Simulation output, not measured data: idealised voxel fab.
The following is a process module called voxel released beams.
Cross-section cut: width 295 nm, square cells of 5 nm.
A cross-section is written here as square cells arranged in a grid, and it is given in bands from the top down, each band taking up one or more rows of cells.
Band: top and bottom heights (nm) first, top before bottom; then materials from left to right, widths in nm. "throughout" marks a sole material filling the band edge to edge. "empty" denotes empty space.
Heights are reckoned from 0. Under this level, the received wafer is all of one material. The bottommost band is open-ended downward, for example "0 down".
Think of "30..40" as a width that walks from the first number to the second as you go down the band, top row to bottom row, taking equal-sized steps from row to row.
Where a step carries "no modifications", the cross-section came out of it unchanged, cell for cell.
"Encapsulated voids" - sealed voids, min. 8 cells, no opening to top; format: width x height at distance (distance from left edge; nm throughout).
Text after the settings on a step's line: the simulator's own remark on that step.
Each step line may optionally specify "overlay nm", which for a step with a mask gives the rightward distance between the mask's planned place and where it lay, a negative value indicating the leftward direction.

So here's the lineup of process steps we planned
1) RECEIVE (material Si)
2) CONFORMAL_DEP (material Al2O3; thk nm 10)
3) DIRECTIONAL_DEP (material SiO2; thk nm 15)
4) PATTERN (tone open; mask id ANCHOR; material resist; width nm 35; thk nm 20; overlay nm 0)
5) DIRECTIONAL_ETCH (etch materials SiO2; depth nm 15)
6) STRIP (etch materials resist)
7) CONFORMAL_DEP (material SiN; thk nm 15)
8) DIRECTIONAL_DEP (material aC; thk nm 15)
9) PATTERN (tone cover; mask id BEAM; material resist; width nm 115; thk nm 30; overlay nm 0)
10) DIRECTIONAL_ETCH (etch materials aC; depth nm 15)
11) STRIP (etch materials resist)
12) DIRECTIONAL_ETCH (etch materials SiN; depth nm 15)
13) STRIP (etch materials aC)
14) STRIP (etch materials SiO2)

As received, after step 1
* 0 down  Si throughout
* Encapsulated voids: none

Same starting wafer, same plan as above, one mistake in the execution; this is the cross-section at the end of the module
* 40 to 25  85 nm empty, then 55 nm SiN, then 155 nm empty
* 25 to 10  75 nm empty, then 15 nm SiN, then 35 nm SiO2, then 75 nm SiN, then 95 nm empty
* 10 to 0  Al2O3 throughout
* 0 down  Si throughout
* Encapsulated voids: none
It is concluded that the wafer was processed incorrectly with respect to the plan, in that rather than as planned, step 4 actually ran as PATTERN (tone cover; mask id ANCHOR; material resist; width nm 35; thk nm 20; overlay nm 0)
